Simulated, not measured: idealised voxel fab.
Process module heading - voxel ribs on slabs
Xsec cut, 290 nm wide, square cell size 5 nm.
A cross-section in this document is a grid of square cells, and it is written down as bands, the top band listed before the ones below it; a band is made up of one or more rows of cells.
The band entry comprises the height of the band's top followed by the height of its bottom, expressed in nm, and subsequently the band's materials from left to right, each stated together with its width in nm. Where a single material is marked with the word "throughout", that material fills the band from edge to edge. The word "air" represents empty space.
Heights are measured from 0, the level below which the as-received wafer is all one material; the lowest band has no bottom and continues downward, written as in "0..down".
Per-row width for "30..40": begins at first number (top row of band), ends at second number (bottom row), increment between rows held constant.
"changes: none" (step): cross-section cells unchanged, all of them.
The list in "Enclosed void list" covers empty spaces of 8 cells or more that cannot reach the top through any open way, and it gives each as width x height at distance; the distance is from the left edge, and width, height and distance are in nm.
Post-settings text on a step line: simulator's own remark regarding the step.
You can add "overlay nm" to a step's line. For a step with a mask, it describes how far the mask lay to the right of its planned position, and a negative number describes a lay to the left.
The steps planned for the process are as follows
- 1: RECEIVE [material Si]
- 2: DIRECTIONAL_DEP [material SiO2] [thk nm 20]
- 3: DIRECTIONAL_DEP [material polySi] [thk nm 15]
- 4: MASKED_ETCH [tone cover] [mask id RIB] [width nm 25] [etch materials polySi] [depth nm 5] [overlay nm 0]
- 5: DIRECTIONAL_DEP [material aC] [thk nm 5]
- 6: PATTERN [tone cover] [mask id SLAB] [material resist] [width nm 75] [thk nm 25] [overlay nm 0]
- 7: DIRECTIONAL_ETCH [etch materials aC] [depth nm 10]
- 8: STRIP [etch materials resist]
- 9: DIRECTIONAL_ETCH [etch materials polySi] [depth nm 10]
- 10: STRIP [etch materials aC]
- 11: FILL_DEP [material SiO2] [thk nm 20]
- 12: CMP [height nm 45]
- 13: DIRECTIONAL_DEP [material TiN] [thk nm 5]
- 14: DIRECTIONAL_DEP [material aC] [thk nm 15]
- 15: PATTERN [tone cover] [mask id HEATER] [material resist] [width nm 35] [thk nm 35] [overlay nm 0]
- 16: DIRECTIONAL_ETCH [etch materials aC] [depth nm 15]
- 17: STRIP [etch materials resist]
- 18: DIRECTIONAL_ETCH [etch materials TiN] [depth nm 5]
- 19: STRIP [etch materials aC]
- 20: CONFORMAL_DEP [material SiO2] [thk nm 5]
Every wafer here starts from the same state; it is the step 5 thk nm that distinguishes them, and the value the plan gives belongs to the first wafer.
Step 1 complete: as-received cross-section of the first of several wafers
	0..down: Si throughout
	Enclosed void list: none
End-of-module cross-section, first of several wafers, after last step 20
	55..50: air (120)  SiO2 (45)  air (125)
	50..45: SiO2 (125)  TiN (35)  SiO2 (130)
	45..35: SiO2 throughout
	35..30: SiO2 (130)  polySi (25)  SiO2 (135)
	30..20: SiO2 (105)  polySi (75)  SiO2 (110)
	20..0: SiO2 throughout
	0..down: Si throughout
	Enclosed void list: none
Last wafer x-sec, end of module
	55..50: air (120)  SiO2 (45)  air (125)
	50..45: SiO2 (125)  TiN (35)  SiO2 (130)
	45..35: SiO2 throughout
	35..30: SiO2 (130)  polySi (25)  SiO2 (135)
	30..20: polySi throughout
	20..0: SiO2 throughout
	0..down: Si throughout
	Enclosed void list: none
Per-wafer rows below. For each material: cells gained (+) or lost (-) since the wafer was received, as of end of module. Then: closed voids
thk nm 5; +547 SiO2; +7 TiN; +35 polySi; Enclosed void list: none
thk nm 10; +547 SiO2; +7 TiN; +35 polySi; Enclosed void list: none
thk nm 15; +461 SiO2; +7 TiN; +121 polySi; Enclosed void list: none
thk nm 20; +461 SiO2; +7 TiN; +121 polySi; Enclosed void list: none
thk nm 25; +461 SiO2; +7 TiN; +121 polySi; Enclosed void list: none
